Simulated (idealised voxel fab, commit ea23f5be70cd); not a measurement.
Process module heading - voxel double patterning
It is cross-section cut that appears here, measuring 290 nm in width, its square cells being 5 nm in size.
Reading order for cross-sections: top band down to bottom band. Underlying form: a grid of square cells. Band size: one or more rows of cells. Heights first: top, then bottom, in nm. Then materials, left to right, each with a width in nm. "all across" on a single material: fills the band edge to edge. "air": empty space. Where do heights start? At 0: under that level the wafer as delivered is made of one material only. And the lowest band has no floor; it just carries on downward, as in "0 -> down". When a width is written as two numbers, as in "30 to 40", the first number is the width in the top row of cells of the band and the second is the width in its bottom row, and the width changes by the same amount from each row to the next. "remained unchanged" for a step: no cell of the cross-section changed in that step. Voids not open to the top, 8 cells minimum: see "Fully enclosed voids". Written width x height at distance; distance is from the left edge; nm. Where a step's line continues beyond its settings, the continuation is a remark by the simulator itself on that step. On any step carrying a mask, the "overlay nm" setting, if present on the step's line, tells how far right of its planned place the mask lay; negative values point to the left.

[Planned process steps]
| 1 | RECEIVE, material Si |
| 2 | CONFORMAL_DEP, material SiO2, thk nm 5 |
| 3 | DIRECTIONAL_DEP, material polySi, thk nm 10 |
| 4 | DIRECTIONAL_DEP, material SiCN, thk nm 5 |
| 5 | PATTERN, tone open, mask id FIRST, material resist, width nm 15, pitch nm 50, thk nm 20, overlay nm 0 |
| 6 | DIRECTIONAL_ETCH, etch materials SiCN, depth nm 5 |
| 7 | STRIP, etch materials resist |
| 8 | PATTERN, tone open, mask id SECOND, material resist, width nm 15, thk nm 15, overlay nm 0 |
| 9 | DIRECTIONAL_ETCH, etch materials SiCN, depth nm 5 |
| 10 | STRIP, etch materials resist |
| 11 | DIRECTIONAL_ETCH, etch materials polySi, depth nm 10 |
| 12 | STRIP, etch materials SiCN |

[Delivered wafer in cross-section: state after step 1]
- 0 -> down | Si all across
- Fully enclosed voids: none

[First wafer of two, sectioned at end of module; run went per plan]
- 15 -> 5 | polySi=110, then air=15, then polySi=10, then air=15, then polySi=10, then air=15, then polySi=115
- 5 -> 0 | SiO2 all across
- 0 -> down | Si all across
- Fully enclosed voids: none

[Cross-sectional view of the second of two wafers upon completion of the module. This wafer shared its starting condition and process plan with the first; one error was made during its execution]
- 20 -> 15 | SiCN=110, then air=15, then SiCN=10, then air=15, then SiCN=10, then air=15, then SiCN=115
- 15 -> 5 | polySi=110, then air=15, then polySi=10, then air=15, then polySi=10, then air=15, then polySi=115
- 5 -> 0 | SiO2 all across
- 0 -> down | Si all across
- Fully enclosed voids: none
The mistake made against the process plan was this: step 12 was left out
End check, counted in cells, second wafer has more or fewer of these materials than the first: SiCN: 49 more
